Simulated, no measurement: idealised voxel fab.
Herein follows the process module entitled voxel released beams.
cross-section cut | 300 nm wide | cells 5 nm
Throughout this document, each cross-section is represented as a grid of square cells and is presented as a sequence of bands enumerated from the top downward, where a band comprises one or more rows of cells.
It is stipulated that each band's entry specify, in nanometres, the height of the top of the band and then that of its bottom, followed by the materials of the band in left-to-right sequence, each together with its width in nanometres. A single material marked by the word "full width" is understood to fill the band from edge to edge; the word "air" is understood to denote empty space.
Heights are measured from 0, the level below which the as-received wafer is all one material; the lowest band has no bottom and continues downward, written as in "0 and below".
Width: "30..40" (first number = top row, second number = bottom row, same change from row to row of cells).
The cross-section has no changed cell in any step marked "remains unaltered".
The entry titled "Closed void listing" provides the empty spaces that have no open way to the top, restricted to those of 8 cells or more. Each is presented as width x height at distance, the distance being measured from the left edge, with all three in nm.
Post-settings text on a step line: simulator's own remark regarding the step.
On any step carrying a mask, the "overlay nm" setting, if present on the step's line, tells how far right of its planned place the mask lay; negative values point to the left.

Process steps foreseen in the plan
1. RECEIVE | material Si
2. CONFORMAL_DEP | material SiN | thk nm 10
3. DIRECTIONAL_DEP | material SiO2 | thk nm 20
4. MASKED_ETCH | tone open | mask id ANCHOR | width nm 40 | etch materials SiO2 | depth nm 20 | overlay nm 0
5. CONFORMAL_DEP | material W | thk nm 15
6. DIRECTIONAL_DEP | material aC | thk nm 15
7. PATTERN | tone cover | mask id BEAM | material resist | width nm 100 | thk nm 30 | overlay nm 0
8. DIRECTIONAL_ETCH | etch materials aC | depth nm 15
9. STRIP | etch materials resist
10. DIRECTIONAL_ETCH | etch materials W | depth nm 15
11. STRIP | etch materials aC
12. STRIP | etch materials SiO2

Wafer as received: cross-section following step 1
	0 and below = Si full width
	Closed void listing: none

Figure: cross-sectional view of the wafer upon completion of the module, processed from the initial state and according to the plan depicted above, with one error introduced during execution
	45 down to 30 = air (95) | W (100) | air (105)
	30 down to 20 = SiN full width
	20 down to 0 = SiO2 full width
	0 and below = Si full width
	Closed void listing: none
Finding, execution versus plan: steps 2 and 3 of the plan were run in the wrong order, each in the other's place
